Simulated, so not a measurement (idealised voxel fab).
process module | voxel self aligned contacts
cross-section cut | 255 nm wide | cells 5 nm
A cross-section is a grid of square cells, given in bands from the top down. A band is one or more rows of cells.
Each band's line starts with the height of the band's top and of its bottom, in nm. Then come its materials from left to right, each with its width in nm. One material with "throughout" fills the band from edge to edge. "air" is empty space.
Height 0 is the level under which the wafer as received is all one material. The lowest band goes on downwards, as in "0 down".
A width such as "30 to 40" changes by the same amount from each row of cells to the next, from the band's top row to its bottom row.
"no change" after a step means that no cell of the cross-section changed.
closed voids: empty space of 8 cells or more with no open way to the top, each as width x height at its distance from the left edge, in nm
after a step's settings: what the simulator itself notes on the step
overlay nm, on a step with a mask: how far to the right of its planned place the mask lay; to the left if negative
plan
1 op RECEIVE | material Si
2 op OXIDIZE | depth nm 5
3 op DIRECTIONAL_DEP | material polySi | thk nm 20
4 op DIRECTIONAL_DEP | material SiN | thk nm 25
5 op DIRECTIONAL_DEP | material aC | thk nm 10
6 op PATTERN | tone cover | mask id GATE | material resist | width nm 30 | pitch nm 65 | thk nm 25 | overlay nm 0
7 op DIRECTIONAL_ETCH | etch materials aC | depth nm 10
8 op STRIP | etch materials resist
9 op DIRECTIONAL_ETCH | etch materials SiN | depth nm 25
10 op DIRECTIONAL_ETCH | etch materials polySi | depth nm 20
11 op STRIP | etch materials aC
12 op CONFORMAL_DEP | material SiN | thk nm 10
13 op DIRECTIONAL_ETCH | etch materials SiN | depth nm 10
14 op FILL_DEP | material SiO2 | thk nm 10
15 op CMP | height nm 50
16 op MASKED_ETCH | tone open | mask id CONTACT | width nm 45 | etch materials SiO2 | depth nm 55 | overlay nm -15
17 op CONFORMAL_DEP | material TiN | thk nm 5
18 op FILL_DEP | material Ru | thk nm 5
19 op CMP | height nm 50
20 op CONFORMAL_DEP | material SiCN | thk nm 5
varied across the wafers: overlay nm of step 16. The plan shows the first wafer's value. All wafers start alike
first wafer as received, after step 1
  0 down: Si throughout
  closed voids: none
each wafer at the end: cells of each material gained (+) or lost (-) since it was received, then its closed voids
overlay nm -15 | +10 Ru | -51 Si | +51 SiCN | +132 SiN | +342 SiO2 | +29 TiN | +48 polySi | closed voids: none
overlay nm -10 | +10 Ru | -51 Si | +51 SiCN | +132 SiN | +342 SiO2 | +29 TiN | +48 polySi | closed voids: none
overlay nm -5 | +10 Ru | -51 Si | +51 SiCN | +132 SiN | +342 SiO2 | +29 TiN | +48 polySi | closed voids: none
overlay nm 0 | +10 Ru | -51 Si | +51 SiCN | +132 SiN | +342 SiO2 | +29 TiN | +48 polySi | closed voids: none
overlay nm 5 | +10 Ru | -51 Si | +51 SiCN | +132 SiN | +342 SiO2 | +29 TiN | +48 polySi | closed voids: none
overlay nm 10 | +10 Ru | -51 Si | +51 SiCN | +132 SiN | +342 SiO2 | +29 TiN | +48 polySi | closed voids: none
overlay nm 15 | +10 Ru | -51 Si | +51 SiCN | +132 SiN | +342 SiO2 | +29 TiN | +48 polySi | closed voids: none
